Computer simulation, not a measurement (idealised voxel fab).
Documented hereafter: the process module known as voxel self aligned contacts.
Square cell edge 5 nm, section width 240 nm, ID cut.
In what follows, cross-sections appear as grids of square cells, described through bands that run from the top down, where every band is one or more rows of cells.
A band entry consists of two parts. The first gives the height of the band's top and the height of its bottom, in nm. The rest lists the band's materials from left to right, each with its width in nm. A single material labelled with the word "everywhere" fills the band from edge to edge, and the word "empty" marks empty space.
Note: height 0 marks the level under which the wafer is uniformly one material as received. Lowest band unbounded below, written "0 and below".
Top row gets the first number, bottom row gets the second, and each row in between changes by the same step: that is how a band width like "30..40" works.
What does "changes: none" mean for a step? It means no cell of the cross-section changed in that step.
Entry "Fully enclosed voids" = empty spaces >= 8 cells with no open way to the top; each as width x height at distance, distance from left edge, all nm.
Whatever follows a step's settings on its line is a remark the simulator itself makes about that step.
"overlay nm", when on a step's line for a step with a mask, measures how far to the right of its planned place the mask lay; a negative measure means to the left.
This section lists the process steps that were planned:
1. op RECEIVE | material Si
2. op OXIDIZE | depth nm 5
3. op DIRECTIONAL_DEP | material polySi | thk nm 20
4. op DIRECTIONAL_DEP | material SiN | thk nm 10
5. op DIRECTIONAL_DEP | material aC | thk nm 15
6. op PATTERN | tone cover | mask id GATE | material resist | width nm 30 | pitch nm 70 | thk nm 30 | overlay nm 0
7. op DIRECTIONAL_ETCH | etch materials aC | depth nm 15
8. op STRIP | etch materials resist
9. op DIRECTIONAL_ETCH | etch materials SiN | depth nm 20
10. op DIRECTIONAL_ETCH | etch materials polySi | depth nm 20
11. op STRIP | etch materials aC
12. op CONFORMAL_DEP | material SiN | thk nm 10
13. op DIRECTIONAL_ETCH | etch materials SiN | depth nm 10
14. op FILL_DEP | material SiO2 | thk nm 20
15. op CMP | height nm 50
16. op PATTERN | tone open | mask id CONTACT | material resist | width nm 50 | thk nm 20 | overlay nm 0
17. op DIRECTIONAL_ETCH | etch materials SiO2 | depth nm 55
18. op STRIP | etch materials resist
19. op CONFORMAL_DEP | material TiN | thk nm 5
20. op FILL_DEP | material W | thk nm 10
21. op CMP | height nm 50
22. op CONFORMAL_DEP | material SiCN | thk nm 5
Don't read the plan's thk nm for step 4 as applying to every wafer: that's the first wafer's value, and the wafers differ in it, though they all start identical.
First wafer as received, after step 1:
	0 and below  Si everywhere
	Fully enclosed voids: none
Per wafer, end of module: cells gained (+) or lost (-) per material since receipt, then closed voids:
thk nm 10; -48 Si; +48 SiCN; +72 SiN; +340 SiO2; +30 TiN; +38 W; +48 polySi; Fully enclosed voids: none
thk nm 15; -48 Si; +48 SiCN; +92 SiN; +326 SiO2; +30 TiN; +32 W; +48 polySi; Fully enclosed voids: none
thk nm 20; -48 Si; +48 SiCN; +112 SiN; +312 SiO2; +30 TiN; +26 W; +48 polySi; Fully enclosed voids: none
thk nm 25; -48 Si; +48 SiCN; +128 SiN; +182 SiO2; +18 TiN; +8 W; +192 polySi; Fully enclosed voids: none
thk nm 30; -48 Si; +48 SiCN; +176 SiN; +144 SiO2; +10 TiN; +6 W; +192 polySi; Fully enclosed voids: none
thk nm 35; -48 Si; +48 SiCN; +204 SiN; +120 SiO2; +8 TiN; +4 W; +192 polySi; Fully enclosed voids: none
